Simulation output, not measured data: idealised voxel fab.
process module | voxel capacitor over wiring
cross-section cut | 195 nm wide | cells 5 nm
A cross-section is a grid of square cells, given in bands from the top down. A band is one or more rows of cells.
Each band's line starts with the height of the band's top and of its bottom, in nm. Then come its materials from left to right, each with its width in nm. One material with "throughout" fills the band from edge to edge. "air" is empty space.
Height 0 is the level under which the wafer as received is all one material. The lowest band goes on downwards, as in "0 down".
A width such as "30 to 40" changes by the same amount from each row of cells to the next, from the band's top row to its bottom row.
"no change" after a step means that no cell of the cross-section changed.
closed voids: empty space of 8 cells or more with no open way to the top, each as width x height at its distance from the left edge, in nm
after a step's settings: what the simulator itself notes on the step
overlay nm, on a step with a mask: how far to the right of its planned place the mask lay; to the left if negative
plan
1 op RECEIVE | material Si
2 op CONFORMAL_DEP | material SiO2 | thk nm 10
3 op CONFORMAL_DEP | material SiN | thk nm 5
4 op DIRECTIONAL_DEP | material lowk | thk nm 5
5 op PATTERN | tone open | mask id METAL_1 | material resist | width nm 25 | pitch nm 95 | thk nm 20 | overlay nm 0
6 op DIRECTIONAL_ETCH | etch materials lowk | depth nm 15
7 op DIRECTIONAL_ETCH | etch materials SiN | depth nm 5
8 op STRIP | etch materials resist
9 op CONFORMAL_DEP | material TiN | thk nm 5
10 op FILL_DEP | material Cu | thk nm 5
11 op CMP | height nm 30
12 op CONFORMAL_DEP | material SiCN | thk nm 5
13 op DIRECTIONAL_DEP | material SiO2 | thk nm 15
14 op MASKED_ETCH | tone open | mask id PLUG_1 | width nm 15 | etch materials SiO2 | depth nm 15 | overlay nm 0
15 op MASKED_ETCH | tone open | mask id PLUG_1 | width nm 15 | etch materials SiCN | depth nm 5 | overlay nm 0
16 op CONFORMAL_DEP | material TiN | thk nm 5
17 op FILL_DEP | material Cu | thk nm 5
18 op CMP | height nm 50
19 op DIRECTIONAL_DEP | material TiN | thk nm 10
20 op DIRECTIONAL_DEP | material HfO2 | thk nm 5
21 op DIRECTIONAL_DEP | material TiN | thk nm 5
22 op DIRECTIONAL_DEP | material aC | thk nm 15
23 op PATTERN | tone cover | mask id UPPER_PLATE | material resist | width nm 75 | thk nm 30 | overlay nm 0
24 op DIRECTIONAL_ETCH | etch materials aC | depth nm 15
25 op STRIP | etch materials resist
26 op DIRECTIONAL_ETCH | etch materials TiN | depth nm 5
27 op DIRECTIONAL_ETCH | etch materials HfO2 | depth nm 5
28 op STRIP | etch materials aC
29 op PATTERN | tone cover | mask id LOWER_PLATE | material resist | width nm 85 | thk nm 15 | overlay nm 0
30 op DIRECTIONAL_ETCH | etch materials TiN | depth nm 10
31 op STRIP | etch materials resist
32 op FILL_DEP | material SiO2 | thk nm 15
33 op CMP | height nm 80
34 op PATTERN | tone open | mask id PLUG_2 | material resist | width nm 15 | thk nm 20 | overlay nm 0
35 op DIRECTIONAL_ETCH | etch materials SiO2 | depth nm 10
36 op STRIP | etch materials resist
37 op CONFORMAL_DEP | material TiN | thk nm 5
38 op FILL_DEP | material W | thk nm 5
39 op CMP | height nm 80
40 op CONFORMAL_DEP | material SiCN | thk nm 5
varied across the wafers: thk nm of step 4. The plan shows the first wafer's value. All wafers start alike
first wafer as received, after step 1
  0 down: Si throughout
  closed voids: none
each wafer at the end: cells of each material gained (+) or lost (-) since it was received, then its closed voids
thk nm 5 | +54 Cu | +15 HfO2 | +75 SiCN | +29 SiN | +350 SiO2 | +110 TiN | +1 W | +29 lowk | closed voids: none
thk nm 10 | +21 Cu | +15 HfO2 | +75 SiCN | +29 SiN | +350 SiO2 | +114 TiN | +1 W | +58 lowk | closed voids: none
thk nm 15 | +21 Cu | +15 HfO2 | +75 SiCN | +29 SiN | +350 SiO2 | +85 TiN | +1 W | +87 lowk | closed voids: none
thk nm 20 | +9 Cu | +15 HfO2 | +75 SiCN | +39 SiN | +350 SiO2 | +77 TiN | +1 W | +97 lowk | closed voids: none
thk nm 25 | +3 Cu | +15 HfO2 | +75 SiCN | +39 SiN | +350 SiO2 | +73 TiN | +1 W | +107 lowk | closed voids: none
thk nm 30 | +3 Cu | +15 HfO2 | +75 SiCN | +39 SiN | +350 SiO2 | +63 TiN | +1 W | +117 lowk | closed voids: none
